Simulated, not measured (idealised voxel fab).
The document below concerns the process module designated voxel wiring stack.
The cross-section shown here is cut; it is 195 nm wide and divided into square cells measuring 5 nm on a side.
For the purposes of this document, a cross-section shall be understood as a grid of square cells, specified as bands listed in top-to-bottom order, each band consisting of one or more rows of cells. A band entry consists of two parts. The first gives the height of the band's top and the height of its bottom, in nm. The rest lists the band's materials from left to right, each with its width in nm. A single material labelled with the word "throughout" fills the band from edge to edge, and the word "air" marks empty space. Beneath 0, the wafer as received is one material, and that level is where height counting begins. The lowest band goes on downward without a bottom; it is written like "0 and below". Quick explanation for "30->40": the width changes in equal steps down the rows of cells, from the first number in the band's top row to the second number in its bottom row. No cell of the cross-section changed in a step that is given as "remains unaltered". "Non-vented voids": sealed empty spaces, 8 cells or more, no open way to top, listed width x height at distance, with distance from the left edge and width, height and distance in nm. Past the settings on a step's line: simulator remark, on that step. overlay nm: for a step with a mask, the amount by which the mask lay right of where it was planned; a negative amount means left of it. Pairs from here to the end. Each: cross-section before one process step, cross-section after it, the latter only as far down as the lowest band that changed. Under each: the step between, and its settings. Mind that the pairs may be taken from different runs of this module on the same starting wafer; whether a pair continues from the pair above depends on its entry headed "Pre-step section", and it does only where that entry says so.
Pre-step section:
> 40 down to 20 | 60 SiO2, then 30 air, then 15 SiO2, then 30 air, then 60 SiO2
> 20 down to 5 | SiO2 throughout
> 5 down to 0 | SiCN throughout
> 0 and below | Si throughout
> Non-vented voids: none
State After Step:
> 45 down to 40 | 65 TiN, then 20 air, then 25 TiN, then 20 air, then 65 TiN
> 40 down to 25 | 60 SiO2, then 5 TiN, then 20 air, then 5 TiN, then 15 SiO2, then 5 TiN, then 20 air, then 5 TiN, then 60 SiO2
> 25 down to 20 | 60 SiO2, then 30 TiN, then 15 SiO2, then 30 TiN, then 60 SiO2
> Beneath the level 20, the cross-section is identical to its previous state.
> Non-vented voids: none
In between the cross-sections above, the run called for CONFORMAL_DEP,material TiN,thk nm 5
Pre-step section: as in the pair right above, post-step view.
State After Step:
> 55 down to 45 | W throughout
> 45 down to 40 | 65 TiN, then 20 W, then 25 TiN, then 20 W, then 65 TiN
> 40 down to 25 | 60 SiO2, then 5 TiN, then 20 W, then 5 TiN, then 15 SiO2, then 5 TiN, then 20 W, then 5 TiN, then 60 SiO2
> Beneath the level 25, the cross-section is identical to its previous state.
> Non-vented voids: none
In between the cross-sections above, the run called for FILL_DEP,material W,thk nm 10
Pre-step section: as in the pair right above, post-step view.
State After Step:
> 40 down to 25 | 60 SiO2, then 5 TiN, then 20 W, then 5 TiN, then 15 SiO2, then 5 TiN, then 20 W, then 5 TiN, then 60 SiO2
> Beneath the level 25, the cross-section is identical to its previous state.
> Non-vented voids: none
In between the cross-sections above, the run called for CMP,height nm 40
Pre-step section: as in the pair right above, post-step view.
State After Step:
> 45 down to 40 | SiCN throughout
> Beneath the level 40, the cross-section is identical to its previous state.
> Non-vented voids: none
In between the cross-sections above, the run called for CONFORMAL_DEP,material SiCN,thk nm 5
Pre-step section: as in the pair right above, post-step view.
State After Step:
> 60 down to 45 | SiO2 throughout
> Beneath the level 45, the cross-section is identical to its previous state.
> Non-vented voids: none
In between the cross-sections above, the run called for DIRECTIONAL_DEP,material SiO2,thk nm 15
Pre-step section: as in the pair right above, post-step view.
State After Step:
> 60 down to 45 | 60 SiO2, then 15 air, then 30 SiO2, then 15 air, then 75 SiO2
> Beneath the level 45, the cross-section is identical to its previous state.
> Non-vented voids: none
In between the cross-sections above, the run called for MASKED_ETCH,tone open,mask id PLUG_1,width nm 15,pitch nm 45,etch materials SiO2,depth nm 15,overlay nm 0
Pre-step section: as in the pair right above, post-step view.
State After Step:
> 60 down to 45 | 60 SiO2, then 15 air, then 30 SiO2, then 15 air, then 75 SiO2
> 45 down to 40 | 60 SiCN, then 15 air, then 30 SiCN, then 15 air, then 75 SiCN
> Beneath the level 40, the cross-section is identical to its previous state.
> Non-vented voids: none
In between the cross-sections above, the run called for MASKED_ETCH,tone open,mask id PLUG_1,width nm 15,pitch nm 45,etch materials SiCN,depth nm 5,overlay nm 0
Pre-step section: as in the pair right above, post-step view.
State After Step:
> 65 down to 60 | 65 TiN, then 5 air, then 40 TiN, then 5 air, then 80 TiN
> 60 down to 45 | 60 SiO2, then 5 TiN, then 5 air, then 5 TiN, then 30 SiO2, then 5 TiN, then 5 air, then 5 TiN, then 75 SiO2
> 45 down to 40 | 60 SiCN, then 15 TiN, then 30 SiCN, then 15 TiN, then 75 SiCN
> Beneath the level 40, the cross-section is identical to its previous state.
> Non-vented voids: none
In between the cross-sections above, the run called for CONFORMAL_DEP,material TiN,thk nm 5
Pre-step section: as in the pair right above, post-step view.
State After Step:
> 75 down to 65 | Cu throughout
> 65 down to 60 | 65 TiN, then 5 Cu, then 40 TiN, then 5 Cu, then 80 TiN
> 60 down to 45 | 60 SiO2, then 5 TiN, then 5 Cu, then 5 TiN, then 30 SiO2, then 5 TiN, then 5 Cu, then 5 TiN, then 75 SiO2
> Beneath the level 45, the cross-section is identical to its previous state.
> Non-vented voids: none
In between the cross-sections above, the run called for FILL_DEP,material Cu,thk nm 10
Pre-step section: as in the pair right above, post-step view.
State After Step:
> 60 down to 45 | 60 SiO2, then 5 TiN, then 5 Cu, then 5 TiN, then 30 SiO2, then 5 TiN, then 5 Cu, then 5 TiN, then 75 SiO2
> Beneath the level 45, the cross-section is identical to its previous state.
> Non-vented voids: none
In between the cross-sections above, the run called for CMP,height nm 60
Pre-step section: as in the pair right above, post-step view.
State After Step:
> 65 down to 60 | SiCN throughout
> Beneath the level 60, the cross-section is identical to its previous state.
> Non-vented voids: none
In between the cross-sections above, the run called for CONFORMAL_DEP,material SiCN,thk nm 5
Pre-step section: as in the pair right above, post-step view.
State After Step:
> 90 down to 65 | lowk throughout
> Beneath the level 65, the cross-section is identical to its previous state.
> Non-vented voids: none
In between the cross-sections above, the run called for DIRECTIONAL_DEP,material lowk,thk nm 25
Pre-step section: as in the pair right above, post-step view.
State After Step:
> 100 down to 90 | aC throughout
> Beneath the level 90, the cross-section is identical to its previous state.
> Non-vented voids: none
In between the cross-sections above, the run called for DIRECTIONAL_DEP,material aC,thk nm 10
Pre-step section: as in the pair right above, post-step view.
State After Step:
> 130 down to 100 | 60 resist, then 30 air, then 15 resist, then 30 air, then 60 resist
> Beneath the level 100, the cross-section is identical to its previous state.
> Non-vented voids: none
In between the cross-sections above, the run called for PATTERN,tone open,mask id METAL_2,material resist,width nm 30,pitch nm 45,thk nm 30,overlay nm 0
Pre-step section: as in the pair right above, post-step view.
State After Step:
> 120 down to 100 | 60 resist, then 30 air, then 15 resist, then 30 air, then 60 resist
> 100 down to 90 | 60 aC, then 30 air, then 15 aC, then 30 air, then 60 aC
> Beneath the level 90, the cross-section is identical to its previous state.
> Non-vented voids: none
In between the cross-sections above, the run called for DIRECTIONAL_ETCH,etch materials aC,depth nm 10
Pre-step section: as in the pair right above, post-step view.
State After Step:
> 100 down to 90 | 60 aC, then 30 air, then 15 aC, then 30 air, then 60 aC
> Beneath the level 90, the cross-section is identical to its previous state.
> Non-vented voids: none
In between the cross-sections above, the run called for STRIP,etch materials resist
Pre-step section: as in the pair right above, post-step view.
State After Step:
> 100 down to 90 | 60 aC, then 30 air, then 15 aC, then 30 air, then 60 aC
> 90 down to 65 | 60 lowk, then 30 air, then 15 lowk, then 30 air, then 60 lowk
> Beneath the level 65, the cross-section is identical to its previous state.
> Non-vented voids: none
In between the cross-sections above, the run called for DIRECTIONAL_ETCH,etch materials lowk,depth nm 25
Pre-step section: as in the pair right above, post-step view.
State After Step:
> 100 down to 90 | 60 aC, then 30 air, then 15 aC, then 30 air, then 60 aC
> 90 down to 65 | 60 lowk, then 30 air, then 15 lowk, then 30 air, then 60 lowk
> 65 down to 60 | 60 SiCN, then 30 air, then 15 SiCN, then 30 air, then 60 SiCN
> Beneath the level 60, the cross-section is identical to its previous state.
> Non-vented voids: none
In between the cross-sections above, the run called for DIRECTIONAL_ETCH,etch materials SiCN,depth nm 5
Pre-step section: as in the pair right above, post-step view.
State After Step:
> 90 down to 65 | 60 lowk, then 30 air, then 15 lowk, then 30 air, then 60 lowk
> Beneath the level 65, the cross-section is identical to its previous state.
> Non-vented voids: none
In between the cross-sections above, the run called for STRIP,etch materials aC
Pre-step section: as in the pair right above, post-step view.
State After Step:
> 95 down to 90 | 65 TiN, then 20 air, then 25 TiN, then 20 air, then 65 TiN
> 90 down to 65 | 60 lowk, then 5 TiN, then 20 air, then 5 TiN, then 15 lowk, then 5 TiN, then 20 air, then 5 TiN, then 60 lowk
> 65 down to 60 | 60 SiCN, then 30 TiN, then 15 SiCN, then 30 TiN, then 60 SiCN
> Beneath the level 60, the cross-section is identical to its previous state.
> Non-vented voids: none
In between the cross-sections above, the run called for CONFORMAL_DEP,material TiN,thk nm 5
Pre-step section: as in the pair right above, post-step view.
State After Step:
> 105 down to 95 | Ru throughout
> 95 down to 90 | 65 TiN, then 20 Ru, then 25 TiN, then 20 Ru, then 65 TiN
> 90 down to 65 | 60 lowk, then 5 TiN, then 20 Ru, then 5 TiN, then 15 lowk, then 5 TiN, then 20 Ru, then 5 TiN, then 60 lowk
> Beneath the level 65, the cross-section is identical to its previous state.
> Non-vented voids: none
In between the cross-sections above, the run called for FILL_DEP,material Ru,thk nm 10
Pre-step section: as in the pair right above, post-step view.
State After Step:
> 90 down to 65 | 60 lowk, then 5 TiN, then 20 Ru, then 5 TiN, then 15 lowk, then 5 TiN, then 20 Ru, then 5 TiN, then 60 lowk
> Beneath the level 65, the cross-section is identical to its previous state.
> Non-vented voids: none
In between the cross-sections above, the run called for CMP,height nm 90
Pre-step section: as in the pair right above, post-step view.
State After Step:
> 95 down to 90 | SiCN throughout
> Beneath the level 90, the cross-section is identical to its previous state.
> Non-vented voids: none
In between the cross-sections above, the run called for CONFORMAL_DEP,material SiCN,thk nm 5
Pre-step section:
> 75 down to 65 | Cu throughout
> 65 down to 60 | 65 TiN, then 5 Cu, then 40 TiN, then 5 Cu, then 80 TiN
> 60 down to 45 | 60 SiO2, then 5 TiN, then 5 Cu, then 5 TiN, then 30 SiO2, then 5 TiN, then 5 Cu, then 5 TiN, then 75 SiO2
> 45 down to 40 | 60 SiCN, then 15 TiN, then 30 SiCN, then 15 TiN, then 75 SiCN
> 40 down to 20 | 60 SiO2, then 5 TiN, then 20 W, then 5 TiN, then 15 SiO2, then 5 TiN, then 20 W, then 5 TiN, then 60 SiO2
> 20 down to 15 | 60 SiCN, then 30 TiN, then 15 SiCN, then 30 TiN, then 60 SiCN
> 15 down to 0 | SiO2 throughout
> 0 and below | Si throughout
> Non-vented voids: none
State After Step:
> 65 down to 60 | 65 TiN, then 5 Cu, then 40 TiN, then 5 Cu, then 80 TiN
> Beneath the level 60, the cross-section is identical to its previous state.
> Non-vented voids: none
In between the cross-sections above, the run called for CMP,height nm 65
Pre-step section: as in the pair right above, post-step view.
State After Step:
> 70 down to 65 | SiCN throughout
> Beneath the level 65, the cross-section is identical to its previous state.
> Non-vented voids: none
In between the cross-sections above, the run called for CONFORMAL_DEP,material SiCN,thk nm 5
Pre-step section: as in the pair right above, post-step view.
State After Step:
> 95 down to 70 | lowk throughout
> Beneath the level 70, the cross-section is identical to its previous state.
> Non-vented voids: none
In between the cross-sections above, the run called for DIRECTIONAL_DEP,material lowk,thk nm 25
Pre-step section: as in the pair right above, post-step view.
State After Step:
> 105 down to 95 | aC throughout
> Beneath the level 95, the cross-section is identical to its previous state.
> Non-vented voids: none
In between the cross-sections above, the run called for DIRECTIONAL_DEP,material aC,thk nm 10
Pre-step section: as in the pair right above, post-step view.
State After Step:
> 135 down to 105 | 60 resist, then 30 air, then 15 resist, then 30 air, then 60 resist
> Beneath the level 105, the cross-section is identical to its previous state.
> Non-vented voids: none
In between the cross-sections above, the run called for PATTERN,tone open,mask id METAL_2,material resist,width nm 30,pitch nm 45,thk nm 30,overlay nm 0
Pre-step section: as in the pair right above, post-step view.
State After Step:
> 125 down to 105 | 60 resist, then 30 air, then 15 resist, then 30 air, then 60 resist
> 105 down to 95 | 60 aC, then 30 air, then 15 aC, then 30 air, then 60 aC
> Beneath the level 95, the cross-section is identical to its previous state.
> Non-vented voids: none
In between the cross-sections above, the run called for DIRECTIONAL_ETCH,etch materials aC,depth nm 10
Pre-step section: as in the pair right above, post-step view.
State After Step:
> 105 down to 95 | 60 aC, then 30 air, then 15 aC, then 30 air, then 60 aC
> Beneath the level 95, the cross-section is identical to its previous state.
> Non-vented voids: none
In between the cross-sections above, the run called for STRIP,etch materials resist
Pre-step section: as in the pair right above, post-step view.
State After Step:
> 105 down to 95 | 60 aC, then 30 air, then 15 aC, then 30 air, then 60 aC
> 95 down to 70 | 60 lowk, then 30 air, then 15 lowk, then 30 air, then 60 lowk
> Beneath the level 70, the cross-section is identical to its previous state.
> Non-vented voids: none
In between the cross-sections above, the run called for DIRECTIONAL_ETCH,etch materials lowk,depth nm 25
Pre-step section: as in the pair right above, post-step view.
State After Step:
> 105 down to 95 | 60 aC, then 30 air, then 15 aC, then 30 air, then 60 aC
> 95 down to 70 | 60 lowk, then 30 air, then 15 lowk, then 30 air, then 60 lowk
> 70 down to 65 | 60 SiCN, then 30 air, then 15 SiCN, then 30 air, then 60 SiCN
> Beneath the level 65, the cross-section is identical to its previous state.
> Non-vented voids: none
In between the cross-sections above, the run called for DIRECTIONAL_ETCH,etch materials SiCN,depth nm 5
Pre-step section: as in the pair right above, post-step view.
State After Step:
> 95 down to 70 | 60 lowk, then 30 air, then 15 lowk, then 30 air, then 60 lowk
> Beneath the level 70, the cross-section is identical to its previous state.
> Non-vented voids: none
In between the cross-sections above, the run called for STRIP,etch materials aC
Pre-step section: as in the pair right above, post-step view.
State After Step:
> 100 down to 95 | 65 TiN, then 20 air, then 25 TiN, then 20 air, then 65 TiN
> 95 down to 70 | 60 lowk, then 5 TiN, then 20 air, then 5 TiN, then 15 lowk, then 5 TiN, then 20 air, then 5 TiN, then 60 lowk
> 70 down to 65 | 60 SiCN, then 30 TiN, then 15 SiCN, then 30 TiN, then 60 SiCN
> Beneath the level 65, the cross-section is identical to its previous state.
> Non-vented voids: none
In between the cross-sections above, the run called for CONFORMAL_DEP,material TiN,thk nm 5
Pre-step section: as in the pair right above, post-step view.
State After Step:
> 110 down to 100 | Ru throughout
> 100 down to 95 | 65 TiN, then 20 Ru, then 25 TiN, then 20 Ru, then 65 TiN
> 95 down to 70 | 60 lowk, then 5 TiN, then 20 Ru, then 5 TiN, then 15 lowk, then 5 TiN, then 20 Ru, then 5 TiN, then 60 lowk
> Beneath the level 70, the cross-section is identical to its previous state.
> Non-vented voids: none
In between the cross-sections above, the run called for FILL_DEP,material Ru,thk nm 10
Pre-step section: as in the pair right above, post-step view.
State After Step:
> 90 down to 70 | 60 lowk, then 5 TiN, then 20 Ru, then 5 TiN, then 15 lowk, then 5 TiN, then 20 Ru, then 5 TiN, then 60 lowk
> Beneath the level 70, the cross-section is identical to its previous state.
> Non-vented voids: none
In between the cross-sections above, the run called for CMP,height nm 90
Pre-step section: as in the pair right above, post-step view.
State After Step:
> 95 down to 90 | SiCN throughout
> Beneath the level 90, the cross-section is identical to its previous state.
> Non-vented voids: none
In between the cross-sections above, the run called for CONFORMAL_DEP,material SiCN,thk nm 5
Pre-step section:
> 40 down to 20 | 60 SiO2, then 30 air, then 15 SiO2, then 30 air, then 60 SiO2
> 20 down to 15 | SiCN throughout
> 15 down to 0 | SiO2 throughout
> 0 and below | Si throughout
> Non-vented voids: none
State After Step:
> 40 down to 20 | 60 SiO2, then 30 air, then 15 SiO2, then 30 air, then 60 SiO2
> 20 down to 15 | 65 SiCN, then 20 air, then 25 SiCN, then 20 air, then 65 SiCN
> Beneath the level 15, the cross-section is identical to its previous state.
> Non-vented voids: none
In between the cross-sections above, the run called for MASKED_ETCH,tone open,mask id METAL_1,width nm 20,pitch nm 45,etch materials SiCN,depth nm 5,overlay nm 0
Pre-step section: as in the pair right above, post-step view.
State After Step:
> 45 down to 40 | 65 TiN, then 20 air, then 25 TiN, then 20 air, then 65 TiN
> 40 down to 25 | 60 SiO2, then 5 TiN, then 20 air, then 5 TiN, then 15 SiO2, then 5 TiN, then 20 air, then 5 TiN, then 60 SiO2
> 25 down to 20 | 60 SiO2, then 10 TiN, then 10 air, then 10 TiN, then 15 SiO2, then 10 TiN, then 10 air, then 10 TiN, then 60 SiO2
> 20 down to 15 | 65 SiCN, then 20 TiN, then 25 SiCN, then 20 TiN, then 65 SiCN
> Beneath the level 15, the cross-section is identical to its previous state.
> Non-vented voids: none
In between the cross-sections above, the run called for CONFORMAL_DEP,material TiN,thk nm 5
Pre-step section: as in the pair right above, post-step view.
State After Step:
> 55 down to 45 | W throughout
> 45 down to 40 | 65 TiN, then 20 W, then 25 TiN, then 20 W, then 65 TiN
> 40 down to 25 | 60 SiO2, then 5 TiN, then 20 W, then 5 TiN, then 15 SiO2, then 5 TiN, then 20 W, then 5 TiN, then 60 SiO2
> 25 down to 20 | 60 SiO2, then 10 TiN, then 10 W, then 10 TiN, then 15 SiO2, then 10 TiN, then 10 W, then 10 TiN, then 60 SiO2
> Beneath the level 20, the cross-section is identical to its previous state.
> Non-vented voids: none
In between the cross-sections above, the run called for FILL_DEP,material W,thk nm 10
Pre-step section: as in the pair right above, post-step view.
State After Step:
> 40 down to 25 | 60 SiO2, then 5 TiN, then 20 W, then 5 TiN, then 15 SiO2, then 5 TiN, then 20 W, then 5 TiN, then 60 SiO2
> Beneath the level 25, the cross-section is identical to its previous state.
> Non-vented voids: none
In between the cross-sections above, the run called for CMP,height nm 40
Pre-step section: as in the pair right above, post-step view.
State After Step:
> 45 down to 40 | SiCN throughout
> Beneath the level 40, the cross-section is identical to its previous state.
> Non-vented voids: none
In between the cross-sections above, the run called for CONFORMAL_DEP,material SiCN,thk nm 5
Pre-step section: as in the pair right above, post-step view.
State After Step:
> 60 down to 45 | SiO2 throughout
> Beneath the level 45, the cross-section is identical to its previous state.
> Non-vented voids: none
In between the cross-sections above, the run called for DIRECTIONAL_DEP,material SiO2,thk nm 15
Pre-step section: as in the pair right above, post-step view.
State After Step:
> 60 down to 45 | 60 SiO2, then 15 air, then 30 SiO2, then 15 air, then 75 SiO2
> Beneath the level 45, the cross-section is identical to its previous state.
> Non-vented voids: none
In between the cross-sections above, the run called for MASKED_ETCH,tone open,mask id PLUG_1,width nm 15,pitch nm 45,etch materials SiO2,depth nm 15,overlay nm 0
Pre-step section: as in the pair right above, post-step view.
State After Step:
> 60 down to 45 | 60 SiO2, then 15 air, then 30 SiO2, then 15 air, then 75 SiO2
> 45 down to 40 | 60 SiCN, then 15 air, then 30 SiCN, then 15 air, then 75 SiCN
> Beneath the level 40, the cross-section is identical to its previous state.
> Non-vented voids: none
In between the cross-sections above, the run called for MASKED_ETCH,tone open,mask id PLUG_1,width nm 15,pitch nm 45,etch materials SiCN,depth nm 5,overlay nm 0
Pre-step section: as in the pair right above, post-step view.
State After Step:
> 65 down to 60 | 65 TiN, then 5 air, then 40 TiN, then 5 air, then 80 TiN
> 60 down to 45 | 60 SiO2, then 5 TiN, then 5 air, then 5 TiN, then 30 SiO2, then 5 TiN, then 5 air, then 5 TiN, then 75 SiO2
> 45 down to 40 | 60 SiCN, then 15 TiN, then 30 SiCN, then 15 TiN, then 75 SiCN
> Beneath the level 40, the cross-section is identical to its previous state.
> Non-vented voids: none
In between the cross-sections above, the run called for CONFORMAL_DEP,material TiN,thk nm 5
Pre-step section: as in the pair right above, post-step view.
State After Step:
> 75 down to 65 | Cu throughout
> 65 down to 60 | 65 TiN, then 5 Cu, then 40 TiN, then 5 Cu, then 80 TiN
> 60 down to 45 | 60 SiO2, then 5 TiN, then 5 Cu, then 5 TiN, then 30 SiO2, then 5 TiN, then 5 Cu, then 5 TiN, then 75 SiO2
> Beneath the level 45, the cross-section is identical to its previous state.
> Non-vented voids: none
In between the cross-sections above, the run called for FILL_DEP,material Cu,thk nm 10
Pre-step section: as in the pair right above, post-step view.
State After Step:
> 60 down to 45 | 60 SiO2, then 5 TiN, then 5 Cu, then 5 TiN, then 30 SiO2, then 5 TiN, then 5 Cu, then 5 TiN, then 75 SiO2
> Beneath the level 45, the cross-section is identical to its previous state.
> Non-vented voids: none
In between the cross-sections above, the run called for CMP,height nm 60
Pre-step section: as in the pair right above, post-step view.
State After Step:
> 65 down to 60 | SiCN throughout
> Beneath the level 60, the cross-section is identical to its previous state.
> Non-vented voids: none
In between the cross-sections above, the run called for CONFORMAL_DEP,material SiCN,thk nm 5
Pre-step section: as in the pair right above, post-step view.
State After Step:
> 90 down to 65 | lowk throughout
> Beneath the level 65, the cross-section is identical to its previous state.
> Non-vented voids: none
In between the cross-sections above, the run called for DIRECTIONAL_DEP,material lowk,thk nm 25
Pre-step section: as in the pair right above, post-step view.
State After Step:
> 100 down to 90 | aC throughout
> Beneath the level 90, the cross-section is identical to its previous state.
> Non-vented voids: none
In between the cross-sections above, the run called for DIRECTIONAL_DEP,material aC,thk nm 10
Pre-step section: as in the pair right above, post-step view.
State After Step:
> 130 down to 100 | 60 resist, then 30 air, then 15 resist, then 30 air, then 60 resist
> Beneath the level 100, the cross-section is identical to its previous state.
> Non-vented voids: none
In between the cross-sections above, the run called for PATTERN,tone open,mask id METAL_2,material resist,width nm 30,pitch nm 45,thk nm 30,overlay nm 0
Pre-step section: as in the pair right above, post-step view.
State After Step:
> 120 down to 100 | 60 resist, then 30 air, then 15 resist, then 30 air, then 60 resist
> 100 down to 90 | 60 aC, then 30 air, then 15 aC, then 30 air, then 60 aC
> Beneath the level 90, the cross-section is identical to its previous state.
> Non-vented voids: none
In between the cross-sections above, the run called for DIRECTIONAL_ETCH,etch materials aC,depth nm 10
Pre-step section: as in the pair right above, post-step view.
State After Step:
> 100 down to 90 | 60 aC, then 30 air, then 15 aC, then 30 air, then 60 aC
> Beneath the level 90, the cross-section is identical to its previous state.
> Non-vented voids: none
In between the cross-sections above, the run called for STRIP,etch materials resist
Pre-step section: as in the pair right above, post-step view.
State After Step:
> 100 down to 90 | 60 aC, then 30 air, then 15 aC, then 30 air, then 60 aC
> 90 down to 65 | 60 lowk, then 30 air, then 15 lowk, then 30 air, then 60 lowk
> Beneath the level 65, the cross-section is identical to its previous state.
> Non-vented voids: none
In between the cross-sections above, the run called for DIRECTIONAL_ETCH,etch materials lowk,depth nm 25
Pre-step section: as in the pair right above, post-step view.
State After Step:
> 100 down to 90 | 60 aC, then 30 air, then 15 aC, then 30 air, then 60 aC
> 90 down to 65 | 60 lowk, then 30 air, then 15 lowk, then 30 air, then 60 lowk
> 65 down to 60 | 60 SiCN, then 30 air, then 15 SiCN, then 30 air, then 60 SiCN
> Beneath the level 60, the cross-section is identical to its previous state.
> Non-vented voids: none
In between the cross-sections above, the run called for DIRECTIONAL_ETCH,etch materials SiCN,depth nm 5
Pre-step section: as in the pair right above, post-step view.
State After Step:
> 90 down to 65 | 60 lowk, then 30 air, then 15 lowk, then 30 air, then 60 lowk
> Beneath the level 65, the cross-section is identical to its previous state.
> Non-vented voids: none
In between the cross-sections above, the run called for STRIP,etch materials aC
Pre-step section: as in the pair right above, post-step view.
State After Step:
> 95 down to 90 | 65 TiN, then 20 air, then 25 TiN, then 20 air, then 65 TiN
> 90 down to 65 | 60 lowk, then 5 TiN, then 20 air, then 5 TiN, then 15 lowk, then 5 TiN, then 20 air, then 5 TiN, then 60 lowk
> 65 down to 60 | 60 SiCN, then 30 TiN, then 15 SiCN, then 30 TiN, then 60 SiCN
> Beneath the level 60, the cross-section is identical to its previous state.
> Non-vented voids: none
In between the cross-sections above, the run called for CONFORMAL_DEP,material TiN,thk nm 5
Pre-step section: as in the pair right above, post-step view.
State After Step:
> 105 down to 95 | Ru throughout
> 95 down to 90 | 65 TiN, then 20 Ru, then 25 TiN, then 20 Ru, then 65 TiN
> 90 down to 65 | 60 lowk, then 5 TiN, then 20 Ru, then 5 TiN, then 15 lowk, then 5 TiN, then 20 Ru, then 5 TiN, then 60 lowk
> Beneath the level 65, the cross-section is identical to its previous state.
> Non-vented voids: none
In between the cross-sections above, the run called for FILL_DEP,material Ru,thk nm 10
Pre-step section: as in the pair right above, post-step view.
State After Step:
> 90 down to 65 | 60 lowk, then 5 TiN, then 20 Ru, then 5 TiN, then 15 lowk, then 5 TiN, then 20 Ru, then 5 TiN, then 60 lowk
> Beneath the level 65, the cross-section is identical to its previous state.
> Non-vented voids: none
In between the cross-sections above, the run called for CMP,height nm 90
Pre-step section: as in the pair right above, post-step view.
State After Step:
> 95 down to 90 | SiCN throughout
> Beneath the level 90, the cross-section is identical to its previous state.
> Non-vented voids: none
In between the cross-sections above, the run called for CONFORMAL_DEP,material SiCN,thk nm 5
Pre-step section:
> 40 down to 20 | 60 SiO2, then 30 air, then 15 SiO2, then 30 air, then 60 SiO2
> 20 down to 15 | SiCN throughout
> 15 down to 0 | SiO2 throughout
> 0 and below | Si throughout
> Non-vented voids: none
State After Step:
> 40 down to 20 | 60 SiO2, then 30 air, then 15 SiO2, then 30 air, then 60 SiO2
> 20 down to 15 | 70 SiCN, then 20 air, then 25 SiCN, then 20 air, then 60 SiCN
> Beneath the level 15, the cross-section is identical to its previous state.
> Non-vented voids: none
In between the cross-sections above, the run called for MASKED_ETCH,tone open,mask id METAL_1,width nm 30,pitch nm 45,etch materials SiCN,depth nm 5,overlay nm 10
Pre-step section: as in the pair right above, post-step view.
State After Step:
> 45 down to 40 | 65 TiN, then 20 air, then 25 TiN, then 20 air, then 65 TiN
> 40 down to 25 | 60 SiO2, then 5 TiN, then 20 air, then 5 TiN, then 15 SiO2, then 5 TiN, then 20 air, then 5 TiN, then 60 SiO2
> 25 down to 20 | 60 SiO2, then 15 TiN, then 10 air, then 5 TiN, then 15 SiO2, then 15 TiN, then 10 air, then 5 TiN, then 60 SiO2
> 20 down to 15 | 70 SiCN, then 20 TiN, then 25 SiCN, then 20 TiN, then 60 SiCN
> Beneath the level 15, the cross-section is identical to its previous state.
> Non-vented voids: none
In between the cross-sections above, the run called for CONFORMAL_DEP,material TiN,thk nm 5
Pre-step section: as in the pair right above, post-step view.
State After Step:
> 55 down to 45 | W throughout
> 45 down to 40 | 65 TiN, then 20 W, then 25 TiN, then 20 W, then 65 TiN
> 40 down to 25 | 60 SiO2, then 5 TiN, then 20 W, then 5 TiN, then 15 SiO2, then 5 TiN, then 20 W, then 5 TiN, then 60 SiO2
> 25 down to 20 | 60 SiO2, then 15 TiN, then 10 W, then 5 TiN, then 15 SiO2, then 15 TiN, then 10 W, then 5 TiN, then 60 SiO2
> Beneath the level 20, the cross-section is identical to its previous state.
> Non-vented voids: none
In between the cross-sections above, the run called for FILL_DEP,material W,thk nm 10
Pre-step section: as in the pair right above, post-step view.
State After Step:
> 40 down to 25 | 60 SiO2, then 5 TiN, then 20 W, then 5 TiN, then 15 SiO2, then 5 TiN, then 20 W, then 5 TiN, then 60 SiO2
> Beneath the level 25, the cross-section is identical to its previous state.
> Non-vented voids: none
In between the cross-sections above, the run called for CMP,height nm 40
Pre-step section: as in the pair right above, post-step view.
State After Step:
> 45 down to 40 | SiCN throughout
> Beneath the level 40, the cross-section is identical to its previous state.
> Non-vented voids: none
In between the cross-sections above, the run called for CONFORMAL_DEP,material SiCN,thk nm 5
Pre-step section: as in the pair right above, post-step view.
State After Step:
> 60 down to 45 | SiO2 throughout
> Beneath the level 45, the cross-section is identical to its previous state.
> Non-vented voids: none
In between the cross-sections above, the run called for DIRECTIONAL_DEP,material SiO2,thk nm 15
Pre-step section: as in the pair right above, post-step view.
State After Step:
> 60 down to 45 | 60 SiO2, then 15 air, then 30 SiO2, then 15 air, then 75 SiO2
> Beneath the level 45, the cross-section is identical to its previous state.
> Non-vented voids: none
In between the cross-sections above, the run called for MASKED_ETCH,tone open,mask id PLUG_1,width nm 15,pitch nm 45,etch materials SiO2,depth nm 15,overlay nm 0
Pre-step section: as in the pair right above, post-step view.
State After Step:
> 60 down to 45 | 60 SiO2, then 15 air, then 30 SiO2, then 15 air, then 75 SiO2
> 45 down to 40 | 60 SiCN, then 15 air, then 30 SiCN, then 15 air, then 75 SiCN
> Beneath the level 40, the cross-section is identical to its previous state.
> Non-vented voids: none
In between the cross-sections above, the run called for MASKED_ETCH,tone open,mask id PLUG_1,width nm 15,pitch nm 45,etch materials SiCN,depth nm 5,overlay nm 0
Pre-step section: as in the pair right above, post-step view.
State After Step:
> 65 down to 60 | 65 TiN, then 5 air, then 40 TiN, then 5 air, then 80 TiN
> 60 down to 45 | 60 SiO2, then 5 TiN, then 5 air, then 5 TiN, then 30 SiO2, then 5 TiN, then 5 air, then 5 TiN, then 75 SiO2
> 45 down to 40 | 60 SiCN, then 15 TiN, then 30 SiCN, then 15 TiN, then 75 SiCN
> Beneath the level 40, the cross-section is identical to its previous state.
> Non-vented voids: none
In between the cross-sections above, the run called for CONFORMAL_DEP,material TiN,thk nm 5
Pre-step section: as in the pair right above, post-step view.
State After Step:
> 75 down to 65 | Cu throughout
> 65 down to 60 | 65 TiN, then 5 Cu, then 40 TiN, then 5 Cu, then 80 TiN
> 60 down to 45 | 60 SiO2, then 5 TiN, then 5 Cu, then 5 TiN, then 30 SiO2, then 5 TiN, then 5 Cu, then 5 TiN, then 75 SiO2
> Beneath the level 45, the cross-section is identical to its previous state.
> Non-vented voids: none
In between the cross-sections above, the run called for FILL_DEP,material Cu,thk nm 10
Pre-step section: as in the pair right above, post-step view.
State After Step:
> 60 down to 45 | 60 SiO2, then 5 TiN, then 5 Cu, then 5 TiN, then 30 SiO2, then 5 TiN, then 5 Cu, then 5 TiN, then 75 SiO2
> Beneath the level 45, the cross-section is identical to its previous state.
> Non-vented voids: none
In between the cross-sections above, the run called for CMP,height nm 60
Pre-step section: as in the pair right above, post-step view.
State After Step:
> 65 down to 60 | SiCN throughout
> Beneath the level 60, the cross-section is identical to its previous state.
> Non-vented voids: none
In between the cross-sections above, the run called for CONFORMAL_DEP,material SiCN,thk nm 5
Pre-step section: as in the pair right above, post-step view.
State After Step:
> 90 down to 65 | lowk throughout
> Beneath the level 65, the cross-section is identical to its previous state.
> Non-vented voids: none
In between the cross-sections above, the run called for DIRECTIONAL_DEP,material lowk,thk nm 25
